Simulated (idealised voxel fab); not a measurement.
The process module that follows is named voxel quadruple lines.
In the cross-section labelled cut, the width is 230 nm and each square cell is 5 nm.
In what follows, cross-sections appear as grids of square cells, described through bands that run from the top down, where every band is one or more rows of cells. Band: top height; bottom height; in nm. Then, left to right: material with width in nm, for each material. "all across": a single material spanning edge to edge. "air": empty space. Below 0: as-received wafer, all one material; heights counted from there. Lowest band: no bottom, goes on down, written "z 0 and below". The two numbers in a width such as "30 to 40" mark its ends across the band: the first belongs to the top row of cells, the second to the bottom row, and from each row to the next the width moves by the same amount. "nothing altered" for a step: no cell of the cross-section changed in that step. "Catalogued sealed voids": empty spaces of 8 cells or more with no open way to the top, each given as width x height at distance, distance from the left edge, all in nm. Note: text after step settings on the step line = simulator remark on that step. Steps that use a mask can have "overlay nm" on their line. It says how far the mask sat to the right of where it was meant to be. Negative means to the left.

## Listed below are the process steps as planned
1: RECEIVE, material Si
2: CONFORMAL_DEP, material SiO2, thk nm 5
3: DIRECTIONAL_DEP, material W, thk nm 15
4: DIRECTIONAL_DEP, material polySi, thk nm 20
5: DIRECTIONAL_DEP, material aC, thk nm 20
6: PATTERN, tone cover, mask id MANDREL, material resist, width nm 30, pitch nm 80, thk nm 25, overlay nm 0
7: DIRECTIONAL_ETCH, etch materials aC, depth nm 20
8: STRIP, etch materials resist
9: CONFORMAL_DEP, material SiO2, thk nm 10
10: DIRECTIONAL_ETCH, etch materials SiO2, depth nm 10
11: STRIP, etch materials aC
12: DIRECTIONAL_ETCH, etch materials polySi, depth nm 20
13: STRIP, etch materials SiO2
14: CONFORMAL_DEP, material SiCN, thk nm 10
15: DIRECTIONAL_ETCH, etch materials SiCN, depth nm 10
16: STRIP, etch materials polySi
17: DIRECTIONAL_ETCH, etch materials W, depth nm 15
18: STRIP, etch materials SiCN
19: FILL_DEP, material SiO2, thk nm 5
20: CMP, height nm 20

## Run as planned: first of two wafers

## The cross-section here shows the wafer as received, i.e. in its state after step 1
  z 0 and below | Si all across
  Catalogued sealed voids: none

## The following cross-section depicts the wafer upon completion of step 2
  z 5 to 0 | SiO2 all across
  Under the height 0 nothing was changed.

## The following cross-section depicts the wafer upon completion of step 3
  z 20 to 5 | W all across
  Under the height 5 nothing was changed.

## The following cross-section depicts the wafer upon completion of step 4
  z 40 to 20 | polySi all across
  Under the height 20 nothing was changed.

## The following cross-section depicts the wafer upon completion of step 5
  z 60 to 40 | aC all across
  Under the height 40 nothing was changed.

## The following cross-section depicts the wafer upon completion of step 6
  z 85 to 60 | 60 air / 30 resist / 50 air / 30 resist / 60 air
  Under the height 60 nothing was changed.

## The following cross-section depicts the wafer upon completion of step 7
  z 65 to 60 | 60 air / 30 resist / 50 air / 30 resist / 60 air
  z 60 to 40 | 60 air / 30 aC / 50 air / 30 aC / 60 air
  Under the height 40 nothing was changed.

## The following cross-section depicts the wafer upon completion of step 8
  z 60 to 40 | 60 air / 30 aC / 50 air / 30 aC / 60 air
  Under the height 40 nothing was changed.

## The following cross-section depicts the wafer upon completion of step 9
  z 70 to 60 | 50 air / 50 SiO2 / 30 air / 50 SiO2 / 50 air
  z 60 to 50 | 50 air / 10 SiO2 / 30 aC / 10 SiO2 / 30 air / 10 SiO2 / 30 aC / 10 SiO2 / 50 air
  z 50 to 40 | 60 SiO2 / 30 aC / 50 SiO2 / 30 aC / 60 SiO2
  Under the height 40 nothing was changed.

## The following cross-section depicts the wafer upon completion of step 10
  z 60 to 40 | 50 air / 10 SiO2 / 30 aC / 10 SiO2 / 30 air / 10 SiO2 / 30 aC / 10 SiO2 / 50 air
  Under the height 40 nothing was changed.

## The following cross-section depicts the wafer upon completion of step 11
  z 60 to 40 | 50 air / 10 SiO2 / 30 air / 10 SiO2 / 30 air / 10 SiO2 / 30 air / 10 SiO2 / 50 air
  Under the height 40 nothing was changed.

## The following cross-section depicts the wafer upon completion of step 12
  z 60 to 40 | 50 air / 10 SiO2 / 30 air / 10 SiO2 / 30 air / 10 SiO2 / 30 air / 10 SiO2 / 50 air
  z 40 to 20 | 50 air / 10 polySi / 30 air / 10 polySi / 30 air / 10 polySi / 30 air / 10 polySi / 50 air
  Under the height 20 nothing was changed.

## The following cross-section depicts the wafer upon completion of step 13
  z 40 to 20 | 50 air / 10 polySi / 30 air / 10 polySi / 30 air / 10 polySi / 30 air / 10 polySi / 50 air
  Under the height 20 nothing was changed.

## The following cross-section depicts the wafer upon completion of step 14
  z 50 to 40 | 40 air / 30 SiCN / 10 air / 30 SiCN / 10 air / 30 SiCN / 10 air / 30 SiCN / 40 air
  z 40 to 30 | 40 air / 10 SiCN / 10 polySi / 10 SiCN / 10 air / 10 SiCN / 10 polySi / 10 SiCN / 10 air / 10 SiCN / 10 polySi / 10 SiCN / 10 air / 10 SiCN / 10 polySi / 10 SiCN / 40 air
  z 30 to 20 | 50 SiCN / 10 polySi / 30 SiCN / 10 polySi / 30 SiCN / 10 polySi / 30 SiCN / 10 polySi / 50 SiCN
  Under the height 20 nothing was changed.

## The following cross-section depicts the wafer upon completion of step 15
  z 40 to 20 | 40 air / 10 SiCN / 10 polySi / 10 SiCN / 10 air / 10 SiCN / 10 polySi / 10 SiCN / 10 air / 10 SiCN / 10 polySi / 10 SiCN / 10 air / 10 SiCN / 10 polySi / 10 SiCN / 40 air
  Under the height 20 nothing was changed.

## The following cross-section depicts the wafer upon completion of step 16
  z 40 to 20 | 40 air / 10 SiCN / 10 air / 10 SiCN / 10 air / 10 SiCN / 10 air / 10 SiCN / 10 air / 10 SiCN / 10 air / 10 SiCN / 10 air / 10 SiCN / 10 air / 10 SiCN / 40 air
  Under the height 20 nothing was changed.

## The following cross-section depicts the wafer upon completion of step 17
  z 40 to 20 | 40 air / 10 SiCN / 10 air / 10 SiCN / 10 air / 10 SiCN / 10 air / 10 SiCN / 10 air / 10 SiCN / 10 air / 10 SiCN / 10 air / 10 SiCN / 10 air / 10 SiCN / 40 air
  z 20 to 5 | 40 air / 10 W / 10 air / 10 W / 10 air / 10 W / 10 air / 10 W / 10 air / 10 W / 10 air / 10 W / 10 air / 10 W / 10 air / 10 W / 40 air
  Under the height 5 nothing was changed.

## The following cross-section depicts the wafer upon completion of step 18
  z 20 to 5 | 40 air / 10 W / 10 air / 10 W / 10 air / 10 W / 10 air / 10 W / 10 air / 10 W / 10 air / 10 W / 10 air / 10 W / 10 air / 10 W / 40 air
  Under the height 5 nothing was changed.

## The following cross-section depicts the wafer upon completion of step 19
  z 25 to 20 | SiO2 all across
  z 20 to 5 | 40 SiO2 / 10 W / 10 SiO2 / 10 W / 10 SiO2 / 10 W / 10 SiO2 / 10 W / 10 SiO2 / 10 W / 10 SiO2 / 10 W / 10 SiO2 / 10 W / 10 SiO2 / 10 W / 40 SiO2
  Under the height 5 nothing was changed.

## The following cross-section depicts the wafer upon completion of step 20
  z 20 to 5 | 40 SiO2 / 10 W / 10 SiO2 / 10 W / 10 SiO2 / 10 W / 10 SiO2 / 10 W / 10 SiO2 / 10 W / 10 SiO2 / 10 W / 10 SiO2 / 10 W / 10 SiO2 / 10 W / 40 SiO2
  Under the height 5 nothing was changed.

## Okay, second wafer. Nothing different at the start, nothing different in the plan, just one mistake somewhere in the running. As far as step 10, counting that step, it's the first wafer all over again

## Second wafer, cross-section, planned end of step 11
  z 60 to 40 | 60 air / 30 aC / 50 air / 30 aC / 60 air
  Under the height 40 nothing was changed.

## Second wafer, cross-section, planned end of step 12
  z 60 to 40 | 60 air / 30 aC / 50 air / 30 aC / 60 air
  z 40 to 20 | 60 air / 30 polySi / 50 air / 30 polySi / 60 air
  Under the height 20 nothing was changed.

Second wafer, cross-section, planned end of step 13: nothing altered

## Second wafer, cross-section, planned end of step 14
  z 70 to 60 | 50 air / 50 SiCN / 30 air / 50 SiCN / 50 air
  z 60 to 40 | 50 air / 10 SiCN / 30 aC / 10 SiCN / 30 air / 10 SiCN / 30 aC / 10 SiCN / 50 air
  z 40 to 30 | 50 air / 10 SiCN / 30 polySi / 10 SiCN / 30 air / 10 SiCN / 30 polySi / 10 SiCN / 50 air
  z 30 to 20 | 60 SiCN / 30 polySi / 50 SiCN / 30 polySi / 60 SiCN
  Under the height 20 nothing was changed.

## Second wafer, cross-section, planned end of step 15
  z 60 to 40 | 50 air / 10 SiCN / 30 aC / 10 SiCN / 30 air / 10 SiCN / 30 aC / 10 SiCN / 50 air
  z 40 to 20 | 50 air / 10 SiCN / 30 polySi / 10 SiCN / 30 air / 10 SiCN / 30 polySi / 10 SiCN / 50 air
  Under the height 20 nothing was changed.

Second wafer, cross-section, planned end of step 16: nothing altered

## Second wafer, cross-section, planned end of step 17
  z 60 to 40 | 50 air / 10 SiCN / 30 aC / 10 SiCN / 30 air / 10 SiCN / 30 aC / 10 SiCN / 50 air
  z 40 to 20 | 50 air / 10 SiCN / 30 polySi / 10 SiCN / 30 air / 10 SiCN / 30 polySi / 10 SiCN / 50 air
  z 20 to 5 | 50 air / 50 W / 30 air / 50 W / 50 air
  Under the height 5 nothing was changed.

## Second wafer, cross-section, planned end of step 18
  z 60 to 40 | 60 air / 30 aC / 50 air / 30 aC / 60 air
  z 40 to 20 | 60 air / 30 polySi / 50 air / 30 polySi / 60 air
  Under the height 20 nothing was changed.

## Second wafer, cross-section, planned end of step 19
  z 65 to 60 | SiO2 all across
  z 60 to 40 | 60 SiO2 / 30 aC / 50 SiO2 / 30 aC / 60 SiO2
  z 40 to 20 | 60 SiO2 / 30 polySi / 50 SiO2 / 30 polySi / 60 SiO2
  z 20 to 5 | 50 SiO2 / 50 W / 30 SiO2 / 50 W / 50 SiO2
  Under the height 5 nothing was changed.

## Second wafer, cross-section, planned end of step 20
  z 20 to 5 | 50 SiO2 / 50 W / 30 SiO2 / 50 W / 50 SiO2
  Under the height 5 nothing was changed.
Finding, execution versus plan: step 11 changed vs plan, executed as STRIP, etch materials SiO2
Final tally in cells, some materials are higher or lower on the second wafer than on the first: SiO2 -12, W +12
